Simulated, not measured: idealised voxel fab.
Process module under the name voxel trench capacitor
This is section cut - it's 290 nm across, gridded in 5 nm square cells.
The cross-sections in this document take the form of a grid made of square cells. They are written out as bands, in order from top to bottom. Each band consists of one or more rows of cells.
Read a band's entry like this: the first values are the height of its top and the height of its bottom in nm, and what follows is the sequence of materials from left to right, each with its width in nm. Note that "empty" is empty space, and that a single material marked "throughout" reaches across the band from edge to edge.
The reference from which all heights are counted is 0, the level beneath which the as-received wafer is entirely one material; the lowest band, having no lower bound, proceeds downward and is written after the example "0 down".
Quick explanation for "30->40": the width changes in equal steps down the rows of cells, from the first number in the band's top row to the second number in its bottom row.
No cell of the cross-section changed in a step that is given as "nothing changed".
The list in "Closed void catalog" covers empty spaces of 8 cells or more that cannot reach the top through any open way, and it gives each as width x height at distance; the distance is from the left edge, and width, height and distance are in nm.
Whatever follows a step's settings on its line is a remark the simulator itself makes about that step.
overlay nm: where the mask lay relative to plan, measured to the right, on steps with a mask; negatives go left.
# Here's what the planned process steps look like
1 RECEIVE, material Si
2 CONFORMAL_DEP, material SiN, thk nm 5
3 DIRECTIONAL_DEP, material aC, thk nm 10
4 PATTERN, tone open, mask id TRENCH, material resist, width nm 30, pitch nm 55, thk nm 25, overlay nm 0
5 DIRECTIONAL_ETCH, etch materials aC, depth nm 10
6 STRIP, etch materials resist
7 DIRECTIONAL_ETCH, etch materials SiN, depth nm 5
8 DIRECTIONAL_ETCH, etch materials Si, depth nm 40
9 STRIP, etch materials aC
10 CONFORMAL_DEP, material HfO2, thk nm 5
11 CONFORMAL_DEP, material TiN, thk nm 5
12 FILL_DEP, material W, thk nm 5
13 CMP, height nm 5
# First wafer of two (run as planned)
# As-received wafer cross-section (after step 1)
0 down: Si throughout
Closed void catalog: none
# So this is the wafer cross-section right after step 2
5 to 0: SiN throughout
Heights below 0 show no change.
# So this is the wafer cross-section right after step 3
15 to 5: aC throughout
Heights below 5 show no change.
# So this is the wafer cross-section right after step 4
40 to 15: 45 nm resist | 30 nm empty | 25 nm resist | 30 nm empty | 25 nm resist | 30 nm empty | 25 nm resist | 30 nm empty | 50 nm resist
Heights below 15 show no change.
# So this is the wafer cross-section right after step 5
30 to 15: 45 nm resist | 30 nm empty | 25 nm resist | 30 nm empty | 25 nm resist | 30 nm empty | 25 nm resist | 30 nm empty | 50 nm resist
15 to 5: 45 nm aC | 30 nm empty | 25 nm aC | 30 nm empty | 25 nm aC | 30 nm empty | 25 nm aC | 30 nm empty | 50 nm aC
Heights below 5 show no change.
# So this is the wafer cross-section right after step 6
15 to 5: 45 nm aC | 30 nm empty | 25 nm aC | 30 nm empty | 25 nm aC | 30 nm empty | 25 nm aC | 30 nm empty | 50 nm aC
Heights below 5 show no change.
# So this is the wafer cross-section right after step 7
15 to 5: 45 nm aC | 30 nm empty | 25 nm aC | 30 nm empty | 25 nm aC | 30 nm empty | 25 nm aC | 30 nm empty | 50 nm aC
5 to 0: 45 nm SiN | 30 nm empty | 25 nm SiN | 30 nm empty | 25 nm SiN | 30 nm empty | 25 nm SiN | 30 nm empty | 50 nm SiN
Heights below 0 show no change.
# So this is the wafer cross-section right after step 8
15 to 5: 45 nm aC | 30 nm empty | 25 nm aC | 30 nm empty | 25 nm aC | 30 nm empty | 25 nm aC | 30 nm empty | 50 nm aC
5 to 0: 45 nm SiN | 30 nm empty | 25 nm SiN | 30 nm empty | 25 nm SiN | 30 nm empty | 25 nm SiN | 30 nm empty | 50 nm SiN
0 to -40: 45 nm Si | 30 nm empty | 25 nm Si | 30 nm empty | 25 nm Si | 30 nm empty | 25 nm Si | 30 nm empty | 50 nm Si
Heights below -40 show no change.
# So this is the wafer cross-section right after step 9
5 to 0: 45 nm SiN | 30 nm empty | 25 nm SiN | 30 nm empty | 25 nm SiN | 30 nm empty | 25 nm SiN | 30 nm empty | 50 nm SiN
Heights below 0 show no change.
# So this is the wafer cross-section right after step 10
10 to 5: 50 nm HfO2 | 20 nm empty | 35 nm HfO2 | 20 nm empty | 35 nm HfO2 | 20 nm empty | 35 nm HfO2 | 20 nm empty | 55 nm HfO2
5 to 0: 45 nm SiN | 5 nm HfO2 | 20 nm empty | 5 nm HfO2 | 25 nm SiN | 5 nm HfO2 | 20 nm empty | 5 nm HfO2 | 25 nm SiN | 5 nm HfO2 | 20 nm empty | 5 nm HfO2 | 25 nm SiN | 5 nm HfO2 | 20 nm empty | 5 nm HfO2 | 50 nm SiN
0 to -35: 45 nm Si | 5 nm HfO2 | 20 nm empty | 5 nm HfO2 | 25 nm Si | 5 nm HfO2 | 20 nm empty | 5 nm HfO2 | 25 nm Si | 5 nm HfO2 | 20 nm empty | 5 nm HfO2 | 25 nm Si | 5 nm HfO2 | 20 nm empty | 5 nm HfO2 | 50 nm Si
-35 to -40: 45 nm Si | 30 nm HfO2 | 25 nm Si | 30 nm HfO2 | 25 nm Si | 30 nm HfO2 | 25 nm Si | 30 nm HfO2 | 50 nm Si
Heights below -40 show no change.
# So this is the wafer cross-section right after step 11
15 to 10: 55 nm TiN | 10 nm empty | 45 nm TiN | 10 nm empty | 45 nm TiN | 10 nm empty | 45 nm TiN | 10 nm empty | 60 nm TiN
10 to 5: 50 nm HfO2 | 5 nm TiN | 10 nm empty | 5 nm TiN | 35 nm HfO2 | 5 nm TiN | 10 nm empty | 5 nm TiN | 35 nm HfO2 | 5 nm TiN | 10 nm empty | 5 nm TiN | 35 nm HfO2 | 5 nm TiN | 10 nm empty | 5 nm TiN | 55 nm HfO2
5 to 0: 45 nm SiN | 5 nm HfO2 | 5 nm TiN | 10 nm empty | 5 nm TiN | 5 nm HfO2 | 25 nm SiN | 5 nm HfO2 | 5 nm TiN | 10 nm empty | 5 nm TiN | 5 nm HfO2 | 25 nm SiN | 5 nm HfO2 | 5 nm TiN | 10 nm empty | 5 nm TiN | 5 nm HfO2 | 25 nm SiN | 5 nm HfO2 | 5 nm TiN | 10 nm empty | 5 nm TiN | 5 nm HfO2 | 50 nm SiN
0 to -30: 45 nm Si | 5 nm HfO2 | 5 nm TiN | 10 nm empty | 5 nm TiN | 5 nm HfO2 | 25 nm Si | 5 nm HfO2 | 5 nm TiN | 10 nm empty | 5 nm TiN | 5 nm HfO2 | 25 nm Si | 5 nm HfO2 | 5 nm TiN | 10 nm empty | 5 nm TiN | 5 nm HfO2 | 25 nm Si | 5 nm HfO2 | 5 nm TiN | 10 nm empty | 5 nm TiN | 5 nm HfO2 | 50 nm Si
-30 to -35: 45 nm Si | 5 nm HfO2 | 20 nm TiN | 5 nm HfO2 | 25 nm Si | 5 nm HfO2 | 20 nm TiN | 5 nm HfO2 | 25 nm Si | 5 nm HfO2 | 20 nm TiN | 5 nm HfO2 | 25 nm Si | 5 nm HfO2 | 20 nm TiN | 5 nm HfO2 | 50 nm Si
Heights below -35 show no change.
# So this is the wafer cross-section right after step 12
20 to 15: W throughout
15 to 10: 55 nm TiN | 10 nm W | 45 nm TiN | 10 nm W | 45 nm TiN | 10 nm W | 45 nm TiN | 10 nm W | 60 nm TiN
10 to 5: 50 nm HfO2 | 5 nm TiN | 10 nm W | 5 nm TiN | 35 nm HfO2 | 5 nm TiN | 10 nm W | 5 nm TiN | 35 nm HfO2 | 5 nm TiN | 10 nm W | 5 nm TiN | 35 nm HfO2 | 5 nm TiN | 10 nm W | 5 nm TiN | 55 nm HfO2
5 to 0: 45 nm SiN | 5 nm HfO2 | 5 nm TiN | 10 nm W | 5 nm TiN | 5 nm HfO2 | 25 nm SiN | 5 nm HfO2 | 5 nm TiN | 10 nm W | 5 nm TiN | 5 nm HfO2 | 25 nm SiN | 5 nm HfO2 | 5 nm TiN | 10 nm W | 5 nm TiN | 5 nm HfO2 | 25 nm SiN | 5 nm HfO2 | 5 nm TiN | 10 nm W | 5 nm TiN | 5 nm HfO2 | 50 nm SiN
0 to -30: 45 nm Si | 5 nm HfO2 | 5 nm TiN | 10 nm W | 5 nm TiN | 5 nm HfO2 | 25 nm Si | 5 nm HfO2 | 5 nm TiN | 10 nm W | 5 nm TiN | 5 nm HfO2 | 25 nm Si | 5 nm HfO2 | 5 nm TiN | 10 nm W | 5 nm TiN | 5 nm HfO2 | 25 nm Si | 5 nm HfO2 | 5 nm TiN | 10 nm W | 5 nm TiN | 5 nm HfO2 | 50 nm Si
Heights below -30 show no change.
# So this is the wafer cross-section right after step 13
5 to 0: 45 nm SiN | 5 nm HfO2 | 5 nm TiN | 10 nm W | 5 nm TiN | 5 nm HfO2 | 25 nm SiN | 5 nm HfO2 | 5 nm TiN | 10 nm W | 5 nm TiN | 5 nm HfO2 | 25 nm SiN | 5 nm HfO2 | 5 nm TiN | 10 nm W | 5 nm TiN | 5 nm HfO2 | 25 nm SiN | 5 nm HfO2 | 5 nm TiN | 10 nm W | 5 nm TiN | 5 nm HfO2 | 50 nm SiN
Heights below 0 show no change.
# Okay, second wafer. Nothing different at the start, nothing different in the plan, just one mistake somewhere in the running. As far as step 3, counting that step, it's the first wafer all over again
# Second wafer, sectioned view, at step 4's planned end time
40 to 15: 40 nm resist | 30 nm empty | 25 nm resist | 30 nm empty | 25 nm resist | 30 nm empty | 25 nm resist | 30 nm empty | 55 nm resist
Heights below 15 show no change.
# Second wafer, sectioned view, at step 5's planned end time
30 to 15: 40 nm resist | 30 nm empty | 25 nm resist | 30 nm empty | 25 nm resist | 30 nm empty | 25 nm resist | 30 nm empty | 55 nm resist
15 to 5: 40 nm aC | 30 nm empty | 25 nm aC | 30 nm empty | 25 nm aC | 30 nm empty | 25 nm aC | 30 nm empty | 55 nm aC
Heights below 5 show no change.
# Second wafer, sectioned view, at step 6's planned end time
15 to 5: 40 nm aC | 30 nm empty | 25 nm aC | 30 nm empty | 25 nm aC | 30 nm empty | 25 nm aC | 30 nm empty | 55 nm aC
Heights below 5 show no change.
# Second wafer, sectioned view, at step 7's planned end time
15 to 5: 40 nm aC | 30 nm empty | 25 nm aC | 30 nm empty | 25 nm aC | 30 nm empty | 25 nm aC | 30 nm empty | 55 nm aC
5 to 0: 40 nm SiN | 30 nm empty | 25 nm SiN | 30 nm empty | 25 nm SiN | 30 nm empty | 25 nm SiN | 30 nm empty | 55 nm SiN
Heights below 0 show no change.
# Second wafer, sectioned view, at step 8's planned end time
15 to 5: 40 nm aC | 30 nm empty | 25 nm aC | 30 nm empty | 25 nm aC | 30 nm empty | 25 nm aC | 30 nm empty | 55 nm aC
5 to 0: 40 nm SiN | 30 nm empty | 25 nm SiN | 30 nm empty | 25 nm SiN | 30 nm empty | 25 nm SiN | 30 nm empty | 55 nm SiN
0 to -40: 40 nm Si | 30 nm empty | 25 nm Si | 30 nm empty | 25 nm Si | 30 nm empty | 25 nm Si | 30 nm empty | 55 nm Si
Heights below -40 show no change.
# Second wafer, sectioned view, at step 9's planned end time
5 to 0: 40 nm SiN | 30 nm empty | 25 nm SiN | 30 nm empty | 25 nm SiN | 30 nm empty | 25 nm SiN | 30 nm empty | 55 nm SiN
Heights below 0 show no change.
# Second wafer, sectioned view, at step 10's planned end time
10 to 5: 45 nm HfO2 | 20 nm empty | 35 nm HfO2 | 20 nm empty | 35 nm HfO2 | 20 nm empty | 35 nm HfO2 | 20 nm empty | 60 nm HfO2
5 to 0: 40 nm SiN | 5 nm HfO2 | 20 nm empty | 5 nm HfO2 | 25 nm SiN | 5 nm HfO2 | 20 nm empty | 5 nm HfO2 | 25 nm SiN | 5 nm HfO2 | 20 nm empty | 5 nm HfO2 | 25 nm SiN | 5 nm HfO2 | 20 nm empty | 5 nm HfO2 | 55 nm SiN
0 to -35: 40 nm Si | 5 nm HfO2 | 20 nm empty | 5 nm HfO2 | 25 nm Si | 5 nm HfO2 | 20 nm empty | 5 nm HfO2 | 25 nm Si | 5 nm HfO2 | 20 nm empty | 5 nm HfO2 | 25 nm Si | 5 nm HfO2 | 20 nm empty | 5 nm HfO2 | 55 nm Si
-35 to -40: 40 nm Si | 30 nm HfO2 | 25 nm Si | 30 nm HfO2 | 25 nm Si | 30 nm HfO2 | 25 nm Si | 30 nm HfO2 | 55 nm Si
Heights below -40 show no change.
# Second wafer, sectioned view, at step 11's planned end time
15 to 10: 50 nm TiN | 10 nm empty | 45 nm TiN | 10 nm empty | 45 nm TiN | 10 nm empty | 45 nm TiN | 10 nm empty | 65 nm TiN
10 to 5: 45 nm HfO2 | 5 nm TiN | 10 nm empty | 5 nm TiN | 35 nm HfO2 | 5 nm TiN | 10 nm empty | 5 nm TiN | 35 nm HfO2 | 5 nm TiN | 10 nm empty | 5 nm TiN | 35 nm HfO2 | 5 nm TiN | 10 nm empty | 5 nm TiN | 60 nm HfO2
5 to 0: 40 nm SiN | 5 nm HfO2 | 5 nm TiN | 10 nm empty | 5 nm TiN | 5 nm HfO2 | 25 nm SiN | 5 nm HfO2 | 5 nm TiN | 10 nm empty | 5 nm TiN | 5 nm HfO2 | 25 nm SiN | 5 nm HfO2 | 5 nm TiN | 10 nm empty | 5 nm TiN | 5 nm HfO2 | 25 nm SiN | 5 nm HfO2 | 5 nm TiN | 10 nm empty | 5 nm TiN | 5 nm HfO2 | 55 nm SiN
0 to -30: 40 nm Si | 5 nm HfO2 | 5 nm TiN | 10 nm empty | 5 nm TiN | 5 nm HfO2 | 25 nm Si | 5 nm HfO2 | 5 nm TiN | 10 nm empty | 5 nm TiN | 5 nm HfO2 | 25 nm Si | 5 nm HfO2 | 5 nm TiN | 10 nm empty | 5 nm TiN | 5 nm HfO2 | 25 nm Si | 5 nm HfO2 | 5 nm TiN | 10 nm empty | 5 nm TiN | 5 nm HfO2 | 55 nm Si
-30 to -35: 40 nm Si | 5 nm HfO2 | 20 nm TiN | 5 nm HfO2 | 25 nm Si | 5 nm HfO2 | 20 nm TiN | 5 nm HfO2 | 25 nm Si | 5 nm HfO2 | 20 nm TiN | 5 nm HfO2 | 25 nm Si | 5 nm HfO2 | 20 nm TiN | 5 nm HfO2 | 55 nm Si
Heights below -35 show no change.
# Second wafer, sectioned view, at step 12's planned end time
20 to 15: W throughout
15 to 10: 50 nm TiN | 10 nm W | 45 nm TiN | 10 nm W | 45 nm TiN | 10 nm W | 45 nm TiN | 10 nm W | 65 nm TiN
10 to 5: 45 nm HfO2 | 5 nm TiN | 10 nm W | 5 nm TiN | 35 nm HfO2 | 5 nm TiN | 10 nm W | 5 nm TiN | 35 nm HfO2 | 5 nm TiN | 10 nm W | 5 nm TiN | 35 nm HfO2 | 5 nm TiN | 10 nm W | 5 nm TiN | 60 nm HfO2
5 to 0: 40 nm SiN | 5 nm HfO2 | 5 nm TiN | 10 nm W | 5 nm TiN | 5 nm HfO2 | 25 nm SiN | 5 nm HfO2 | 5 nm TiN | 10 nm W | 5 nm TiN | 5 nm HfO2 | 25 nm SiN | 5 nm HfO2 | 5 nm TiN | 10 nm W | 5 nm TiN | 5 nm HfO2 | 25 nm SiN | 5 nm HfO2 | 5 nm TiN | 10 nm W | 5 nm TiN | 5 nm HfO2 | 55 nm SiN
0 to -30: 40 nm Si | 5 nm HfO2 | 5 nm TiN | 10 nm W | 5 nm TiN | 5 nm HfO2 | 25 nm Si | 5 nm HfO2 | 5 nm TiN | 10 nm W | 5 nm TiN | 5 nm HfO2 | 25 nm Si | 5 nm HfO2 | 5 nm TiN | 10 nm W | 5 nm TiN | 5 nm HfO2 | 25 nm Si | 5 nm HfO2 | 5 nm TiN | 10 nm W | 5 nm TiN | 5 nm HfO2 | 55 nm Si
Heights below -30 show no change.
# Second wafer, sectioned view, at step 13's planned end time
5 to 0: 40 nm SiN | 5 nm HfO2 | 5 nm TiN | 10 nm W | 5 nm TiN | 5 nm HfO2 | 25 nm SiN | 5 nm HfO2 | 5 nm TiN | 10 nm W | 5 nm TiN | 5 nm HfO2 | 25 nm SiN | 5 nm HfO2 | 5 nm TiN | 10 nm W | 5 nm TiN | 5 nm HfO2 | 25 nm SiN | 5 nm HfO2 | 5 nm TiN | 10 nm W | 5 nm TiN | 5 nm HfO2 | 55 nm SiN
Heights below 0 show no change.
what went wrong: contrary to plan, step 4 was performed as PATTERN, tone open, mask id TRENCH, material resist, width nm 30, pitch nm 55, thk nm 25, overlay nm -5
By the end, you'd get the same cell count for each material on either wafer, but the second wafer puts them somewhere else.
